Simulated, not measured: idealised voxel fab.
process module | voxel transistor to metal
cross-section cut | 280 nm wide | cells 5 nm
A cross-section is a grid of square cells, given in bands from the top down. A band is one or more rows of cells.
Each band's line starts with the height of the band's top and of its bottom, in nm. Then come its materials from left to right, each with its width in nm. One material with "throughout" fills the band from edge to edge. "air" is empty space.
Height 0 is the level under which the wafer as received is all one material. The lowest band goes on downwards, as in "0 down".
A width such as "30 to 40" changes by the same amount from each row of cells to the next, from the band's top row to its bottom row.
"no change" after a step means that no cell of the cross-section changed.
closed voids: empty space of 8 cells or more with no open way to the top, each as width x height at its distance from the left edge, in nm
after a step's settings: what the simulator itself notes on the step
overlay nm, on a step with a mask: how far to the right of its planned place the mask lay; to the left if negative
Each pair below shows a cross-section before one step and the cross-section after it, down to the lowest band that changed. The line under each pair gives the step between them, with its settings. The pairs can come from different runs of this module on the same starting wafer, so a pair continues from the pair above only where its "before" says so.
before
  0 down: Si throughout
  closed voids: none
after
  0 to -5: SiO2 throughout
  below -5: unchanged
  closed voids: none
the step between: op OXIDIZE | depth nm 5
before: the cross-section after the pair above
after
  10 to 0: SiN throughout
  below 0: unchanged
  closed voids: none
the step between: op CONFORMAL_DEP | material SiN | thk nm 10
before: the cross-section after the pair above
after
  10 to 0: air 15 | SiN 110 | air 25 | SiN 110 | air 20
  below 0: unchanged
  closed voids: none
the step between: op MASKED_ETCH | tone cover | mask id ACTIVE | width nm 110 | pitch nm 135 | etch materials SiN | depth nm 10 | overlay nm 0
before: the cross-section after the pair above
after
  10 to 0: air 15 | SiN 110 | air 25 | SiN 110 | air 20
  0 to -5: air 15 | SiO2 110 | air 25 | SiO2 110 | air 20
  below -5: unchanged
  closed voids: none
the step between: op MASKED_ETCH | tone cover | mask id ACTIVE | width nm 110 | pitch nm 135 | etch materials SiO2 | depth nm 5 | overlay nm 0
before: the cross-section after the pair above
after
  10 to 0: air 15 | SiN 110 | air 25 | SiN 110 | air 20
  0 to -5: air 15 | SiO2 110 | air 25 | SiO2 110 | air 20
  -5 to -40: air 15 | Si 110 | air 25 | Si 110 | air 20
  below -40: unchanged
  closed voids: none
the step between: op MASKED_ETCH | tone cover | mask id ACTIVE | width nm 110 | pitch nm 135 | etch materials Si | depth nm 35 | overlay nm 0
before: the cross-section after the pair above
after
  20 to 10: SiO2 throughout
  10 to 0: SiO2 15 | SiN 110 | SiO2 25 | SiN 110 | SiO2 20
  0 to -5: SiO2 throughout
  -5 to -40: SiO2 15 | Si 110 | SiO2 25 | Si 110 | SiO2 20
  below -40: unchanged
  closed voids: none
the step between: op FILL_DEP | material SiO2 | thk nm 10
before: the cross-section after the pair above
after
  10 to 0: SiO2 15 | SiN 110 | SiO2 25 | SiN 110 | SiO2 20
  below 0: unchanged
  closed voids: none
the step between: op CMP | height nm 10
before: the cross-section after the pair above
after
  10 to 0: air 15 | SiN 110 | air 25 | SiN 110 | air 20
  below 0: unchanged
  closed voids: none
the step between: op SELECTIVE_ETCH | etch materials SiO2 | depth nm 10
before: the cross-section after the pair above
after
  0 to -5: SiO2 throughout
  below -5: unchanged
  closed voids: none
the step between: op STRIP | etch materials SiN
before: the cross-section after the pair above
after
  -5 to -40: SiO2 15 | Si 110 | SiO2 25 | Si 110 | SiO2 20
  below -40: unchanged
  closed voids: none
the step between: op SELECTIVE_ETCH | etch materials SiO2 | depth nm 5
before: the cross-section after the pair above
after
  -5 to -10: SiO2 throughout
  below -10: unchanged
  closed voids: none
the step between: op OXIDIZE | depth nm 5
before: the cross-section after the pair above
after
  15 to -5: polySi throughout
  below -5: unchanged
  closed voids: none
the step between: op DIRECTIONAL_DEP | material polySi | thk nm 20
before: the cross-section after the pair above
after
  25 to 15: SiCN throughout
  below 15: unchanged
  closed voids: none
the step between: op DIRECTIONAL_DEP | material SiCN | thk nm 10
before: the cross-section after the pair above
after
  40 to 25: air 55 | resist 30 | air 105 | resist 30 | air 60
  below 25: unchanged
  closed voids: none
the step between: op PATTERN | tone cover | mask id GATE | material resist | width nm 30 | pitch nm 135 | thk nm 15 | overlay nm 0
before: the cross-section after the pair above
after
  40 to 25: air 55 | resist 30 | air 105 | resist 30 | air 60
  25 to 15: air 55 | SiCN 30 | air 105 | SiCN 30 | air 60
  below 15: unchanged
  closed voids: none
the step between: op DIRECTIONAL_ETCH | etch materials SiCN | depth nm 20
before: the cross-section after the pair above
after
  40 to 25: air 55 | resist 30 | air 105 | resist 30 | air 60
  25 to 15: air 55 | SiCN 30 | air 105 | SiCN 30 | air 60
  15 to -5: air 55 | polySi 30 | air 105 | polySi 30 | air 60
  below -5: unchanged
  closed voids: none
the step between: op DIRECTIONAL_ETCH | etch materials polySi | depth nm 30
before: the cross-section after the pair above
after
  25 to 15: air 55 | SiCN 30 | air 105 | SiCN 30 | air 60
  below 15: unchanged
  closed voids: none
the step between: op STRIP | etch materials resist
before: the cross-section after the pair above
after
  30 to 25: air 50 | SiN 40 | air 95 | SiN 40 | air 55
  25 to 15: air 50 | SiN 5 | SiCN 30 | SiN 5 | air 95 | SiN 5 | SiCN 30 | SiN 5 | air 55
  15 to 0: air 50 | SiN 5 | polySi 30 | SiN 5 | air 95 | SiN 5 | polySi 30 | SiN 5 | air 55
  0 to -5: SiN 55 | polySi 30 | SiN 105 | polySi 30 | SiN 60
  below -5: unchanged
  closed voids: none
the step between: op CONFORMAL_DEP | material SiN | thk nm 5
before: the cross-section after the pair above
after
  25 to 15: air 50 | SiN 5 | SiCN 30 | SiN 5 | air 95 | SiN 5 | SiCN 30 | SiN 5 | air 55
  15 to -5: air 50 | SiN 5 | polySi 30 | SiN 5 | air 95 | SiN 5 | polySi 30 | SiN 5 | air 55
  below -5: unchanged
  closed voids: none
the step between: op DIRECTIONAL_ETCH | etch materials SiN | depth nm 5
before: the cross-section after the pair above
after
  25 to 15: air 50 | SiN 5 | SiCN 30 | SiN 5 | air 95 | SiN 5 | SiCN 30 | SiN 5 | air 55
  15 to -5: air 50 | SiN 5 | polySi 30 | SiN 5 | air 95 | SiN 5 | polySi 30 | SiN 5 | air 55
  -5 to -10: air 50 | SiO2 40 | air 95 | SiO2 40 | air 55
  below -10: unchanged
  closed voids: none
the step between: op DIRECTIONAL_ETCH | etch materials SiO2 | depth nm 5
before: the cross-section after the pair above
after
  25 to 15: air 50 | SiN 5 | SiCN 30 | SiN 5 | air 95 | SiN 5 | SiCN 30 | SiN 5 | air 55
  15 to -5: air 50 | SiN 5 | polySi 30 | SiN 5 | air 95 | SiN 5 | polySi 30 | SiN 5 | air 55
  -5 to -10: air 50 | SiO2 40 | air 95 | SiO2 40 | air 55
  -10 to -25: SiO2 15 | air 35 | Si 40 | air 35 | SiO2 25 | air 35 | Si 40 | air 35 | SiO2 20
  below -25: unchanged
  closed voids: none
the step between: op DIRECTIONAL_ETCH | etch materials Si | depth nm 15
before: the cross-section after the pair above
after
  25 to 15: air 50 | SiN 5 | SiCN 30 | SiN 5 | air 95 | SiN 5 | SiCN 30 | SiN 5 | air 55
  15 to 5: air 50 | SiN 5 | polySi 30 | SiN 5 | air 95 | SiN 5 | polySi 30 | SiN 5 | air 55
  5 to -5: air 35 | SiGe 15 | SiN 5 | polySi 30 | SiN 5 | SiGe 15 | air 65 | SiGe 15 | SiN 5 | polySi 30 | SiN 5 | SiGe 15 | air 40
  -5 to -10: air 35 | SiGe 15 | SiO2 40 | SiGe 15 | air 65 | SiGe 15 | SiO2 40 | SiGe 15 | air 40
  -10 to -25: SiO2 15 | SiGe 35 | Si 40 | SiGe 35 | SiO2 25 | SiGe 35 | Si 40 | SiGe 35 | SiO2 20
  below -25: unchanged
  closed voids: none
the step between: op EPI | material SiGe | thk nm 15
before: the cross-section after the pair above
after
  35 to 25: SiO2 throughout
  25 to 15: SiO2 50 | SiN 5 | SiCN 30 | SiN 5 | SiO2 95 | SiN 5 | SiCN 30 | SiN 5 | SiO2 55
  15 to 5: SiO2 50 | SiN 5 | polySi 30 | SiN 5 | SiO2 95 | SiN 5 | polySi 30 | SiN 5 | SiO2 55
  5 to -5: SiO2 35 | SiGe 15 | SiN 5 | polySi 30 | SiN 5 | SiGe 15 | SiO2 65 | SiGe 15 | SiN 5 | polySi 30 | SiN 5 | SiGe 15 | SiO2 40
  -5 to -10: SiO2 35 | SiGe 15 | SiO2 40 | SiGe 15 | SiO2 65 | SiGe 15 | SiO2 40 | SiGe 15 | SiO2 40
  below -10: unchanged
  closed voids: none
the step between: op FILL_DEP | material SiO2 | thk nm 10
before: the cross-section after the pair above
after
  15 to 5: SiO2 50 | SiN 5 | polySi 30 | SiN 5 | SiO2 95 | SiN 5 | polySi 30 | SiN 5 | SiO2 55
  below 5: unchanged
  closed voids: none
the step between: op CMP | height nm 15
before: the cross-section after the pair above
after
  15 to 5: SiO2 50 | SiN 5 | air 30 | SiN 5 | SiO2 95 | SiN 5 | air 30 | SiN 5 | SiO2 55
  5 to -5: SiO2 35 | SiGe 15 | SiN 5 | air 30 | SiN 5 | SiGe 15 | SiO2 65 | SiGe 15 | SiN 5 | air 30 | SiN 5 | SiGe 15 | SiO2 40
  below -5: unchanged
  closed voids: none
the step between: op STRIP | etch materials polySi
before: the cross-section after the pair above
after
  15 to 10: air 50 | SiN 5 | air 30 | SiN 5 | air 95 | SiN 5 | air 30 | SiN 5 | air 55
  10 to 5: SiO2 50 | SiN 5 | air 30 | SiN 5 | SiO2 95 | SiN 5 | air 30 | SiN 5 | SiO2 55
  5 to -5: SiO2 35 | SiGe 15 | SiN 5 | air 30 | SiN 5 | SiGe 15 | SiO2 65 | SiGe 15 | SiN 5 | air 30 | SiN 5 | SiGe 15 | SiO2 40
  -5 to -10: SiO2 35 | SiGe 15 | air 40 | SiGe 15 | SiO2 65 | SiGe 15 | air 40 | SiGe 15 | SiO2 40
  below -10: unchanged
  closed voids: none
the step between: op SELECTIVE_ETCH | etch materials SiO2 | depth nm 5
before: the cross-section after the pair above
after
  20 to 15: air 45 | HfO2 15 | air 20 | HfO2 15 | air 85 | HfO2 15 | air 20 | HfO2 15 | air 50
  15 to 10: HfO2 50 | SiN 5 | HfO2 5 | air 20 | HfO2 5 | SiN 5 | HfO2 95 | SiN 5 | HfO2 5 | air 20 | HfO2 5 | SiN 5 | HfO2 55
  10 to 5: SiO2 50 | SiN 5 | HfO2 5 | air 20 | HfO2 5 | SiN 5 | SiO2 95 | SiN 5 | HfO2 5 | air 20 | HfO2 5 | SiN 5 | SiO2 55
  5 to -5: SiO2 35 | SiGe 15 | SiN 5 | HfO2 5 | air 20 | HfO2 5 | SiN 5 | SiGe 15 | SiO2 65 | SiGe 15 | SiN 5 | HfO2 5 | air 20 | HfO2 5 | SiN 5 | SiGe 15 | SiO2 40
  -5 to -10: SiO2 35 | SiGe 15 | HfO2 40 | SiGe 15 | SiO2 65 | SiGe 15 | HfO2 40 | SiGe 15 | SiO2 40
  below -10: unchanged
  closed voids: none
the step between: op CONFORMAL_DEP | material HfO2 | thk nm 5
before: the cross-section after the pair above
after
  25 to 20: air 40 | TiN 25 | air 10 | TiN 25 | air 75 | TiN 25 | air 10 | TiN 25 | air 45
  20 to 15: TiN 45 | HfO2 15 | TiN 5 | air 10 | TiN 5 | HfO2 15 | TiN 85 | HfO2 15 | TiN 5 | air 10 | TiN 5 | HfO2 15 | TiN 50
  15 to 10: HfO2 50 | SiN 5 | HfO2 5 | TiN 5 | air 10 | TiN 5 | HfO2 5 | SiN 5 | HfO2 95 | SiN 5 | HfO2 5 | TiN 5 | air 10 | TiN 5 | HfO2 5 | SiN 5 | HfO2 55
  10 to 5: SiO2 50 | SiN 5 | HfO2 5 | TiN 5 | air 10 | TiN 5 | HfO2 5 | SiN 5 | SiO2 95 | SiN 5 | HfO2 5 | TiN 5 | air 10 | TiN 5 | HfO2 5 | SiN 5 | SiO2 55
  5 to 0: SiO2 35 | SiGe 15 | SiN 5 | HfO2 5 | TiN 5 | air 10 | TiN 5 | HfO2 5 | SiN 5 | SiGe 15 | SiO2 65 | SiGe 15 | SiN 5 | HfO2 5 | TiN 5 | air 10 | TiN 5 | HfO2 5 | SiN 5 | SiGe 15 | SiO2 40
  0 to -5: SiO2 35 | SiGe 15 | SiN 5 | HfO2 5 | TiN 20 | HfO2 5 | SiN 5 | SiGe 15 | SiO2 65 | SiGe 15 | SiN 5 | HfO2 5 | TiN 20 | HfO2 5 | SiN 5 | SiGe 15 | SiO2 40
  below -5: unchanged
  closed voids: none
the step between: op CONFORMAL_DEP | material TiN | thk nm 5
before: the cross-section after the pair above
after
  30 to 25: W throughout
  25 to 20: W 40 | TiN 25 | W 10 | TiN 25 | W 75 | TiN 25 | W 10 | TiN 25 | W 45
  20 to 15: TiN 45 | HfO2 15 | TiN 5 | W 10 | TiN 5 | HfO2 15 | TiN 85 | HfO2 15 | TiN 5 | W 10 | TiN 5 | HfO2 15 | TiN 50
  15 to 10: HfO2 50 | SiN 5 | HfO2 5 | TiN 5 | W 10 | TiN 5 | HfO2 5 | SiN 5 | HfO2 95 | SiN 5 | HfO2 5 | TiN 5 | W 10 | TiN 5 | HfO2 5 | SiN 5 | HfO2 55
  10 to 5: SiO2 50 | SiN 5 | HfO2 5 | TiN 5 | W 10 | TiN 5 | HfO2 5 | SiN 5 | SiO2 95 | SiN 5 | HfO2 5 | TiN 5 | W 10 | TiN 5 | HfO2 5 | SiN 5 | SiO2 55
  5 to 0: SiO2 35 | SiGe 15 | SiN 5 | HfO2 5 | TiN 5 | W 10 | TiN 5 | HfO2 5 | SiN 5 | SiGe 15 | SiO2 65 | SiGe 15 | SiN 5 | HfO2 5 | TiN 5 | W 10 | TiN 5 | HfO2 5 | SiN 5 | SiGe 15 | SiO2 40
  below 0: unchanged
  closed voids: none
the step between: op FILL_DEP | material W | thk nm 5
before: the cross-section after the pair above
after
  10 to 5: SiO2 50 | SiN 5 | HfO2 5 | TiN 5 | W 10 | TiN 5 | HfO2 5 | SiN 5 | SiO2 95 | SiN 5 | HfO2 5 | TiN 5 | W 10 | TiN 5 | HfO2 5 | SiN 5 | SiO2 55
  below 5: unchanged
  closed voids: none
the step between: op CMP | height nm 10
before: the cross-section after the pair above
after
  20 to 10: SiO2 throughout
  below 10: unchanged
  closed voids: none
the step between: op DIRECTIONAL_DEP | material SiO2 | thk nm 10
before: the cross-section after the pair above
after
  20 to 10: SiO2 20 | air 20 | SiO2 60 | air 20 | SiO2 35 | air 20 | SiO2 60 | air 20 | SiO2 25
  10 to 5: SiO2 20 | air 20 | SiO2 10 | SiN 5 | HfO2 5 | TiN 5 | W 10 | TiN 5 | HfO2 5 | SiN 5 | SiO2 10 | air 20 | SiO2 35 | air 20 | SiO2 10 | SiN 5 | HfO2 5 | TiN 5 | W 10 | TiN 5 | HfO2 5 | SiN 5 | SiO2 10 | air 20 | SiO2 25
  5 to 0: SiO2 20 | air 15 | SiGe 15 | SiN 5 | HfO2 5 | TiN 5 | W 10 | TiN 5 | HfO2 5 | SiN 5 | SiGe 15 | air 15 | SiO2 35 | air 15 | SiGe 15 | SiN 5 | HfO2 5 | TiN 5 | W 10 | TiN 5 | HfO2 5 | SiN 5 | SiGe 15 | air 15 | SiO2 25
  0 to -5: SiO2 20 | air 15 | SiGe 15 | SiN 5 | HfO2 5 | TiN 20 | HfO2 5 | SiN 5 | SiGe 15 | air 15 | SiO2 35 | air 15 | SiGe 15 | SiN 5 | HfO2 5 | TiN 20 | HfO2 5 | SiN 5 | SiGe 15 | air 15 | SiO2 25
  -5 to -10: SiO2 20 | air 15 | SiGe 15 | HfO2 40 | SiGe 15 | air 15 | SiO2 35 | air 15 | SiGe 15 | HfO2 40 | SiGe 15 | air 15 | SiO2 25
  below -10: unchanged
  closed voids: none
the step between: op MASKED_ETCH | tone open | mask id CONTACT | width nm 20 | etch materials SiO2 | depth nm 30 | overlay nm 0
before: the cross-section after the pair above
after
  25 to 20: TiN 25 | air 10 | TiN 70 | air 10 | TiN 45 | air 10 | TiN 70 | air 10 | TiN 30
  20 to 10: SiO2 20 | TiN 5 | air 10 | TiN 5 | SiO2 60 | TiN 5 | air 10 | TiN 5 | SiO2 35 | TiN 5 | air 10 | TiN 5 | SiO2 60 | TiN 5 | air 10 | TiN 5 | SiO2 25
  10 to 5: SiO2 20 | TiN 5 | air 5 | TiN 10 | SiO2 10 | SiN 5 | HfO2 5 | TiN 5 | W 10 | TiN 5 | HfO2 5 | SiN 5 | SiO2 10 | TiN 10 | air 5 | TiN 5 | SiO2 35 | TiN 5 | air 5 | TiN 10 | SiO2 10 | SiN 5 | HfO2 5 | TiN 5 | W 10 | TiN 5 | HfO2 5 | SiN 5 | SiO2 10 | TiN 10 | air 5 | TiN 5 | SiO2 25
  5 to 0: SiO2 20 | TiN 5 | air 5 | TiN 5 | SiGe 15 | SiN 5 | HfO2 5 | TiN 5 | W 10 | TiN 5 | HfO2 5 | SiN 5 | SiGe 15 | TiN 5 | air 5 | TiN 5 | SiO2 35 | TiN 5 | air 5 | TiN 5 | SiGe 15 | SiN 5 | HfO2 5 | TiN 5 | W 10 | TiN 5 | HfO2 5 | SiN 5 | SiGe 15 | TiN 5 | air 5 | TiN 5 | SiO2 25
  0 to -5: SiO2 20 | TiN 5 | air 5 | TiN 5 | SiGe 15 | SiN 5 | HfO2 5 | TiN 20 | HfO2 5 | SiN 5 | SiGe 15 | TiN 5 | air 5 | TiN 5 | SiO2 35 | TiN 5 | air 5 | TiN 5 | SiGe 15 | SiN 5 | HfO2 5 | TiN 20 | HfO2 5 | SiN 5 | SiGe 15 | TiN 5 | air 5 | TiN 5 | SiO2 25
  -5 to -10: SiO2 20 | TiN 15 | SiGe 15 | HfO2 40 | SiGe 15 | TiN 15 | SiO2 35 | TiN 15 | SiGe 15 | HfO2 40 | SiGe 15 | TiN 15 | SiO2 25
  below -10: unchanged
  closed voids: none
the step between: op CONFORMAL_DEP | material TiN | thk nm 5
before: the cross-section after the pair above
after
  30 to 25: W throughout
  25 to 20: TiN 25 | W 10 | TiN 70 | W 10 | TiN 45 | W 10 | TiN 70 | W 10 | TiN 30
  20 to 10: SiO2 20 | TiN 5 | W 10 | TiN 5 | SiO2 60 | TiN 5 | W 10 | TiN 5 | SiO2 35 | TiN 5 | W 10 | TiN 5 | SiO2 60 | TiN 5 | W 10 | TiN 5 | SiO2 25
  10 to 5: SiO2 20 | TiN 5 | W 5 | TiN 10 | SiO2 10 | SiN 5 | HfO2 5 | TiN 5 | W 10 | TiN 5 | HfO2 5 | SiN 5 | SiO2 10 | TiN 10 | W 5 | TiN 5 | SiO2 35 | TiN 5 | W 5 | TiN 10 | SiO2 10 | SiN 5 | HfO2 5 | TiN 5 | W 10 | TiN 5 | HfO2 5 | SiN 5 | SiO2 10 | TiN 10 | W 5 | TiN 5 | SiO2 25
  5 to 0: SiO2 20 | TiN 5 | W 5 | TiN 5 | SiGe 15 | SiN 5 | HfO2 5 | TiN 5 | W 10 | TiN 5 | HfO2 5 | SiN 5 | SiGe 15 | TiN 5 | W 5 | TiN 5 | SiO2 35 | TiN 5 | W 5 | TiN 5 | SiGe 15 | SiN 5 | HfO2 5 | TiN 5 | W 10 | TiN 5 | HfO2 5 | SiN 5 | SiGe 15 | TiN 5 | W 5 | TiN 5 | SiO2 25
  0 to -5: SiO2 20 | TiN 5 | W 5 | TiN 5 | SiGe 15 | SiN 5 | HfO2 5 | TiN 20 | HfO2 5 | SiN 5 | SiGe 15 | TiN 5 | W 5 | TiN 5 | SiO2 35 | TiN 5 | W 5 | TiN 5 | SiGe 15 | SiN 5 | HfO2 5 | TiN 20 | HfO2 5 | SiN 5 | SiGe 15 | TiN 5 | W 5 | TiN 5 | SiO2 25
  below -5: unchanged
  closed voids: none
the step between: op FILL_DEP | material W | thk nm 5
before: the cross-section after the pair above
after
  20 to 10: SiO2 20 | TiN 5 | W 10 | TiN 5 | SiO2 60 | TiN 5 | W 10 | TiN 5 | SiO2 35 | TiN 5 | W 10 | TiN 5 | SiO2 60 | TiN 5 | W 10 | TiN 5 | SiO2 25
  below 10: unchanged
  closed voids: none
the step between: op CMP | height nm 20
before: the cross-section after the pair above
after
  25 to 20: TiN throughout
  below 20: unchanged
  closed voids: none
the step between: op DIRECTIONAL_DEP | material TiN | thk nm 5
before: the cross-section after the pair above
after
  45 to 25: W throughout
  below 25: unchanged
  closed voids: none
the step between: op DIRECTIONAL_DEP | material W | thk nm 20
before: the cross-section after the pair above
after
  65 to 45: air 20 | resist 20 | air 60 | resist 20 | air 35 | resist 20 | air 60 | resist 20 | air 25
  below 45: unchanged
  closed voids: none
the step between: op PATTERN | tone cover | mask id METAL_1 | material resist | width nm 20 | thk nm 20 | overlay nm 0
before: the cross-section after the pair above
after
  65 to 45: air 20 | resist 20 | air 60 | resist 20 | air 35 | resist 20 | air 60 | resist 20 | air 25
  45 to 25: air 20 | W 20 | air 60 | W 20 | air 35 | W 20 | air 60 | W 20 | air 25
  below 25: unchanged
  closed voids: none
the step between: op DIRECTIONAL_ETCH | etch materials W | depth nm 20
before: the cross-section after the pair above
after
  65 to 45: air 20 | resist 20 | air 60 | resist 20 | air 35 | resist 20 | air 60 | resist 20 | air 25
  45 to 25: air 20 | W 20 | air 60 | W 20 | air 35 | W 20 | air 60 | W 20 | air 25
  25 to 20: air 20 | TiN 20 | air 60 | TiN 20 | air 35 | TiN 20 | air 60 | TiN 20 | air 25
  below 20: unchanged
  closed voids: none
the step between: op DIRECTIONAL_ETCH | etch materials TiN | depth nm 5
before: the cross-section after the pair above
after
  45 to 25: air 20 | W 20 | air 60 | W 20 | air 35 | W 20 | air 60 | W 20 | air 25
  below 25: unchanged
  closed voids: none
the step between: op STRIP | etch materials resist
before: the cross-section after the pair above
after
  50 to 45: air 15 | SiCN 30 | air 50 | SiCN 30 | air 25 | SiCN 30 | air 50 | SiCN 30 | air 20
  45 to 25: air 15 | SiCN 5 | W 20 | SiCN 5 | air 50 | SiCN 5 | W 20 | SiCN 5 | air 25 | SiCN 5 | W 20 | SiCN 5 | air 50 | SiCN 5 | W 20 | SiCN 5 | air 20
  25 to 20: SiCN 20 | TiN 20 | SiCN 60 | TiN 20 | SiCN 35 | TiN 20 | SiCN 60 | TiN 20 | SiCN 25
  below 20: unchanged
  closed voids: none
the step between: op CONFORMAL_DEP | material SiCN | thk nm 5
before: the cross-section after the pair above
after
  55 to 50: SiO2 throughout
  50 to 45: SiO2 15 | SiCN 30 | SiO2 50 | SiCN 30 | SiO2 25 | SiCN 30 | SiO2 50 | SiCN 30 | SiO2 20
  45 to 25: SiO2 15 | SiCN 5 | W 20 | SiCN 5 | SiO2 50 | SiCN 5 | W 20 | SiCN 5 | SiO2 25 | SiCN 5 | W 20 | SiCN 5 | SiO2 50 | SiCN 5 | W 20 | SiCN 5 | SiO2 20
  below 25: unchanged
  closed voids: none
the step between: op FILL_DEP | material SiO2 | thk nm 5
before: the cross-section after the pair above
after
  45 to 25: SiO2 15 | SiCN 5 | W 20 | SiCN 5 | SiO2 50 | SiCN 5 | W 20 | SiCN 5 | SiO2 25 | SiCN 5 | W 20 | SiCN 5 | SiO2 50 | SiCN 5 | W 20 | SiCN 5 | SiO2 20
  below 25: unchanged
  closed voids: none
the step between: op CMP | height nm 45
before: the cross-section after the pair above
after
  50 to 45: SiN throughout
  below 45: unchanged
  closed voids: none
the step between: op CONFORMAL_DEP | material SiN | thk nm 5
before
  -5 to -10: SiO2 throughout
  -10 to -40: SiO2 15 | Si 110 | SiO2 25 | Si 110 | SiO2 20
  -40 down: Si throughout
  closed voids: none
after
  5 to -5: SiCN throughout
  below -5: unchanged
  closed voids: none
the step between: op DIRECTIONAL_DEP | material SiCN | thk nm 10
before: the cross-section after the pair above
after
  20 to 5: air 55 | resist 30 | air 105 | resist 30 | air 60
  below 5: unchanged
  closed voids: none
the step between: op PATTERN | tone cover | mask id GATE | material resist | width nm 30 | pitch nm 135 | thk nm 15 | overlay nm 0
before: the cross-section after the pair above
after
  20 to 5: air 55 | resist 30 | air 105 | resist 30 | air 60
  5 to -5: air 55 | SiCN 30 | air 105 | SiCN 30 | air 60
  below -5: unchanged
  closed voids: none
the step between: op DIRECTIONAL_ETCH | etch materials SiCN | depth nm 20
before: the cross-section after the pair above
after
  5 to -5: air 55 | SiCN 30 | air 105 | SiCN 30 | air 60
  below -5: unchanged
  closed voids: none
the step between: op STRIP | etch materials resist
before: the cross-section after the pair above
after
  10 to 5: air 50 | SiN 40 | air 95 | SiN 40 | air 55
  5 to 0: air 50 | SiN 5 | SiCN 30 | SiN 5 | air 95 | SiN 5 | SiCN 30 | SiN 5 | air 55
  0 to -5: SiN 55 | SiCN 30 | SiN 105 | SiCN 30 | SiN 60
  below -5: unchanged
  closed voids: none
the step between: op CONFORMAL_DEP | material SiN | thk nm 5
before: the cross-section after the pair above
after
  5 to -5: air 50 | SiN 5 | SiCN 30 | SiN 5 | air 95 | SiN 5 | SiCN 30 | SiN 5 | air 55
  below -5: unchanged
  closed voids: none
the step between: op DIRECTIONAL_ETCH | etch materials SiN | depth nm 5
before: the cross-section after the pair above
after
  5 to -5: air 50 | SiN 5 | SiCN 30 | SiN 5 | air 95 | SiN 5 | SiCN 30 | SiN 5 | air 55
  -5 to -10: air 50 | SiO2 40 | air 95 | SiO2 40 | air 55
  below -10: unchanged
  closed voids: none
the step between: op DIRECTIONAL_ETCH | etch materials SiO2 | depth nm 5
before: the cross-section after the pair above
after
  5 to -5: air 50 | SiN 5 | SiCN 30 | SiN 5 | air 95 | SiN 5 | SiCN 30 | SiN 5 | air 55
  -5 to -10: air 50 | SiO2 40 | air 95 | SiO2 40 | air 55
  -10 to -25: SiO2 15 | air 35 | Si 40 | air 35 | SiO2 25 | air 35 | Si 40 | air 35 | SiO2 20
  below -25: unchanged
  closed voids: none
the step between: op DIRECTIONAL_ETCH | etch materials Si | depth nm 15
before: the cross-section after the pair above
after
  5 to -5: air 35 | SiGe 15 | SiN 5 | SiCN 30 | SiN 5 | SiGe 15 | air 65 | SiGe 15 | SiN 5 | SiCN 30 | SiN 5 | SiGe 15 | air 40
  -5 to -10: air 35 | SiGe 15 | SiO2 40 | SiGe 15 | air 65 | SiGe 15 | SiO2 40 | SiGe 15 | air 40
  -10 to -25: SiO2 15 | SiGe 35 | Si 40 | SiGe 35 | SiO2 25 | SiGe 35 | Si 40 | SiGe 35 | SiO2 20
  below -25: unchanged
  closed voids: none
the step between: op EPI | material SiGe | thk nm 15
before: the cross-section after the pair above
after
  15 to 5: SiO2 throughout
  5 to -5: SiO2 35 | SiGe 15 | SiN 5 | SiCN 30 | SiN 5 | SiGe 15 | SiO2 65 | SiGe 15 | SiN 5 | SiCN 30 | SiN 5 | SiGe 15 | SiO2 40
  -5 to -10: SiO2 35 | SiGe 15 | SiO2 40 | SiGe 15 | SiO2 65 | SiGe 15 | SiO2 40 | SiGe 15 | SiO2 40
  below -10: unchanged
  closed voids: none
the step between: op FILL_DEP | material SiO2 | thk nm 10
before: the cross-section after the pair above
after
  10 to 5: SiO2 throughout
  below 5: unchanged
  closed voids: none
the step between: op SELECTIVE_ETCH | etch materials SiO2 | depth nm 5
before: the cross-section after the pair above
after
  15 to 10: HfO2 throughout
  below 10: unchanged
  closed voids: none
the step between: op CONFORMAL_DEP | material HfO2 | thk nm 5
before: the cross-section after the pair above
after
  20 to 15: TiN throughout
  below 15: unchanged
  closed voids: none
the step between: op CONFORMAL_DEP | material TiN | thk nm 5
before: the cross-section after the pair above
after
  25 to 20: W throughout
  below 20: unchanged
  closed voids: none
the step between: op FILL_DEP | material W | thk nm 5
before: the cross-section after the pair above
after
  10 to 5: SiO2 throughout
  below 5: unchanged
  closed voids: none
the step between: op CMP | height nm 10
before: the cross-section after the pair above
after
  20 to 5: SiO2 throughout
  below 5: unchanged
  closed voids: none
the step between: op DIRECTIONAL_DEP | material SiO2 | thk nm 10
before: the cross-section after the pair above
after
  20 to 5: SiO2 20 | air 20 | SiO2 60 | air 20 | SiO2 35 | air 20 | SiO2 60 | air 20 | SiO2 25
  5 to -5: SiO2 20 | air 15 | SiGe 15 | SiN 5 | SiCN 30 | SiN 5 | SiGe 15 | air 15 | SiO2 35 | air 15 | SiGe 15 | SiN 5 | SiCN 30 | SiN 5 | SiGe 15 | air 15 | SiO2 25
  -5 to -10: SiO2 20 | air 15 | SiGe 15 | SiO2 40 | SiGe 15 | air 15 | SiO2 35 | air 15 | SiGe 15 | SiO2 40 | SiGe 15 | air 15 | SiO2 25
  below -10: unchanged
  closed voids: none
the step between: op MASKED_ETCH | tone open | mask id CONTACT | width nm 20 | etch materials SiO2 | depth nm 30 | overlay nm 0
before: the cross-section after the pair above
after
  25 to 20: TiN 25 | air 10 | TiN 70 | air 10 | TiN 45 | air 10 | TiN 70 | air 10 | TiN 30
  20 to 10: SiO2 20 | TiN 5 | air 10 | TiN 5 | SiO2 60 | TiN 5 | air 10 | TiN 5 | SiO2 35 | TiN 5 | air 10 | TiN 5 | SiO2 60 | TiN 5 | air 10 | TiN 5 | SiO2 25
  10 to 5: SiO2 20 | TiN 5 | air 5 | TiN 10 | SiO2 60 | TiN 10 | air 5 | TiN 5 | SiO2 35 | TiN 5 | air 5 | TiN 10 | SiO2 60 | TiN 10 | air 5 | TiN 5 | SiO2 25
  5 to -5: SiO2 20 | TiN 5 | air 5 | TiN 5 | SiGe 15 | SiN 5 | SiCN 30 | SiN 5 | SiGe 15 | TiN 5 | air 5 | TiN 5 | SiO2 35 | TiN 5 | air 5 | TiN 5 | SiGe 15 | SiN 5 | SiCN 30 | SiN 5 | SiGe 15 | TiN 5 | air 5 | TiN 5 | SiO2 25
  -5 to -10: SiO2 20 | TiN 15 | SiGe 15 | SiO2 40 | SiGe 15 | TiN 15 | SiO2 35 | TiN 15 | SiGe 15 | SiO2 40 | SiGe 15 | TiN 15 | SiO2 25
  below -10: unchanged
  closed voids: none
the step between: op CONFORMAL_DEP | material TiN | thk nm 5
